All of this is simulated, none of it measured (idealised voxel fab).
Documented hereafter: the process module known as voxel self aligned vias.
Cross-section cut spans 145 nm and uses square cells 5 nm in size.
In what follows, cross-sections appear as grids of square cells, described through bands that run from the top down, where every band is one or more rows of cells.
Heights first: top, then bottom, in nm. Then materials, left to right, each with a width in nm. "throughout" on a single material: fills the band edge to edge. "empty": empty space.
Height reference: 0 = level under which incoming wafer is all one material. Lowest band: no bottom, runs on downward, e.g. "0 down".
Top row gets the first number, bottom row gets the second, and each row in between changes by the same step: that is how a band width like "30 to 40" works.
Take "changes: none" at face value: in the step it is given for, the cross-section changed in none of its cells.
Listed in "Enclosed void listing": every empty space of 8 or more cells without an open way to the top. Form: width x height at distance, the distance being from the left edge, all in nm.
Note: text after step settings on the step line = simulator remark on that step.
Regarding "overlay nm": on a step with a mask, it is the distance the mask lay to the right of its planned place; a negative value places it to the left.

THE PLANNED PROCESS STEPS ARE ENUMERATED HEREUNDER
1: RECEIVE, material Si
2: CONFORMAL_DEP, material SiO2, thk nm 10
3: CONFORMAL_DEP, material SiCN, thk nm 5
4: DIRECTIONAL_DEP, material SiO2, thk nm 30
5: DIRECTIONAL_DEP, material aC, thk nm 10
6: PATTERN, tone open, mask id LINES, material resist, width nm 30, pitch nm 65, thk nm 25, overlay nm 0
7: DIRECTIONAL_ETCH, etch materials aC, depth nm 10
8: STRIP, etch materials resist
9: DIRECTIONAL_ETCH, etch materials SiO2, depth nm 30
10: STRIP, etch materials aC
11: CONFORMAL_DEP, material TiN, thk nm 5
12: FILL_DEP, material W, thk nm 5
13: CMP, height nm 45
14: SELECTIVE_ETCH, etch materials W Ru TiN, depth nm 10
15: FILL_DEP, material SiN, thk nm 10
16: CMP, height nm 45
17: DIRECTIONAL_DEP, material SiO2, thk nm 20
18: MASKED_ETCH, tone open, mask id VIAS, width nm 50, etch materials SiO2, depth nm 20, overlay nm 0
19: MASKED_ETCH, tone open, mask id VIAS, width nm 50, etch materials SiN, depth nm 10, overlay nm 0
20: CONFORMAL_DEP, material TiN, thk nm 5
21: FILL_DEP, material Cu, thk nm 10
22: CMP, height nm 65
23: CONFORMAL_DEP, material SiCN, thk nm 5

INCOMING WAFER IN CROSS-SECTION (STATE: AFTER STEP 1)
	0 down  Si throughout
	Enclosed void listing: none

POST-MODULE CROSS-SECTION OF THE FIRST OF TWO WAFERS (RUN PER PLAN)
	70 to 65  SiCN throughout
	65 to 50  SiO2=15, then TiN=5, then Cu=40, then TiN=5, then SiO2=80
	50 to 45  SiO2=15, then TiN=15, then Cu=20, then TiN=15, then SiO2=80
	45 to 40  SiO2=25, then TiN=5, then Cu=20, then TiN=5, then SiO2=35, then SiN=30, then SiO2=25
	40 to 35  SiO2=25, then TiN=30, then SiO2=35, then SiN=30, then SiO2=25
	35 to 20  SiO2=25, then TiN=5, then W=20, then TiN=5, then SiO2=35, then TiN=5, then W=20, then TiN=5, then SiO2=25
	20 to 15  SiO2=25, then TiN=30, then SiO2=35, then TiN=30, then SiO2=25
	15 to 10  SiCN throughout
	10 to 0  SiO2 throughout
	0 down  Si throughout
	Enclosed void listing: none

SECOND WAFER AT THE END: LIKE START, LIKE PLAN, ONE MISTAKE
	70 to 65  SiCN throughout
	65 to 50  SiO2=25, then TiN=5, then Cu=40, then TiN=5, then SiO2=70
	50 to 45  SiO2=25, then TiN=5, then Cu=20, then TiN=25, then SiO2=70
	45 to 40  SiO2=25, then TiN=5, then Cu=20, then TiN=5, then SiO2=35, then SiN=30, then SiO2=25
	40 to 35  SiO2=25, then TiN=30, then SiO2=35, then SiN=30, then SiO2=25
	35 to 20  SiO2=25, then TiN=5, then W=20, then TiN=5, then SiO2=35, then TiN=5, then W=20, then TiN=5, then SiO2=25
	20 to 15  SiO2=25, then TiN=30, then SiO2=35, then TiN=30, then SiO2=25
	15 to 10  SiCN throughout
	10 to 0  SiO2 throughout
	0 down  Si throughout
	Enclosed void listing: none
Against the plan, the run slipped here: step 18: run off-plan, actual operation and settings MASKED_ETCH, tone open, mask id VIAS, width nm 50, etch materials SiO2, depth nm 20, overlay nm 10
The two final wafers agree on how many cells each material fills and disagree on which cells those are.
